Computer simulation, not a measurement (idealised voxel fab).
Name of the process module below: voxel ribs on slabs
Shown is cross-section cut, with a width of 205 nm and square cells of size 5 nm.
In what follows, cross-sections appear as grids of square cells, described through bands that run from the top down, where every band is one or more rows of cells.
Top height, bottom height, nm. Materials left to right, width each, nm. Single material + "edge to edge" = fills band edge to edge. "blank" = empty.
The reference from which all heights are counted is 0, the level beneath which the as-received wafer is entirely one material; the lowest band, having no lower bound, proceeds downward and is written after the example "0 nm and below".
A width given as "30->40" starts at the first number in the band's top row and ends at the second number in its bottom row, shifting by an equal amount at every step from row to row.
Given "no alteration" for a step, no cell of the cross-section differs between before and after that step.
Non-vented voids: empty space of 8 cells or more with no open way to the top, each as width x height at its distance from the left edge, in nm
after a step's settings: what the simulator itself notes on the step
overlay nm: where the mask lay relative to plan, measured to the right, on steps with a mask; negatives go left.

List of planned process steps:
| 1 | RECEIVE, material Si |
| 2 | DIRECTIONAL_DEP, material SiO2, thk nm 25 |
| 3 | DIRECTIONAL_DEP, material polySi, thk nm 20 |
| 4 | PATTERN, tone cover, mask id RIB, material resist, width nm 30, thk nm 20, overlay nm 0 |
| 5 | DIRECTIONAL_ETCH, etch materials polySi, depth nm 10 |
| 6 | STRIP, etch materials resist |
| 7 | MASKED_ETCH, tone cover, mask id SLAB, width nm 60, etch materials polySi, depth nm 10, overlay nm -15 |
| 8 | FILL_DEP, material SiO2, thk nm 25 |
| 9 | CMP, height nm 60 |
| 10 | DIRECTIONAL_DEP, material TiN, thk nm 5 |
| 11 | PATTERN, tone cover, mask id HEATER, material resist, width nm 40, thk nm 20, overlay nm 0 |
| 12 | DIRECTIONAL_ETCH, etch materials TiN, depth nm 5 |
| 13 | STRIP, etch materials resist |
| 14 | CONFORMAL_DEP, material SiO2, thk nm 10 |
Split variable: overlay nm, step 7. Plan value = first wafer. Wafers start alike.

Cross-section: the first of several wafers in its as-received state, i.e. following step 1:
0 nm and below  Si edge to edge
Non-vented voids: none

Cross-section, first of several wafers, end of module, after last step 14:
75 nm to 70 nm  blank 70; SiO2 60; blank 75
70 nm to 65 nm  SiO2 edge to edge
65 nm to 60 nm  SiO2 80; TiN 40; SiO2 85
60 nm to 45 nm  SiO2 edge to edge
45 nm to 35 nm  SiO2 85; polySi 30; SiO2 90
35 nm to 25 nm  SiO2 55; polySi 60; SiO2 90
25 nm to 0 nm  SiO2 edge to edge
0 nm and below  Si edge to edge
Non-vented voids: none

Cross-section, last wafer, module completion:
75 nm to 70 nm  blank 70; SiO2 60; blank 75
70 nm to 65 nm  SiO2 edge to edge
65 nm to 60 nm  SiO2 80; TiN 40; SiO2 85
60 nm to 45 nm  SiO2 edge to edge
45 nm to 35 nm  SiO2 85; polySi 30; SiO2 90
35 nm to 25 nm  SiO2 85; polySi 60; SiO2 60
25 nm to 0 nm  SiO2 edge to edge
0 nm and below  Si edge to edge
Non-vented voids: none

For your reference, the table is organized with a row per wafer; each row reflects the wafer at the end of the module, indicating for each material the cells gained (+) or lost (-) since receipt, and thereafter its closed voids:
overlay nm -15; +542 SiO2; +8 TiN; +36 polySi; Non-vented voids: none
overlay nm -10; +542 SiO2; +8 TiN; +36 polySi; Non-vented voids: none
overlay nm -5; +542 SiO2; +8 TiN; +36 polySi; Non-vented voids: none
overlay nm 0; +542 SiO2; +8 TiN; +36 polySi; Non-vented voids: none
overlay nm 5; +542 SiO2; +8 TiN; +36 polySi; Non-vented voids: none
overlay nm 10; +542 SiO2; +8 TiN; +36 polySi; Non-vented voids: none
overlay nm 15; +542 SiO2; +8 TiN; +36 polySi; Non-vented voids: none
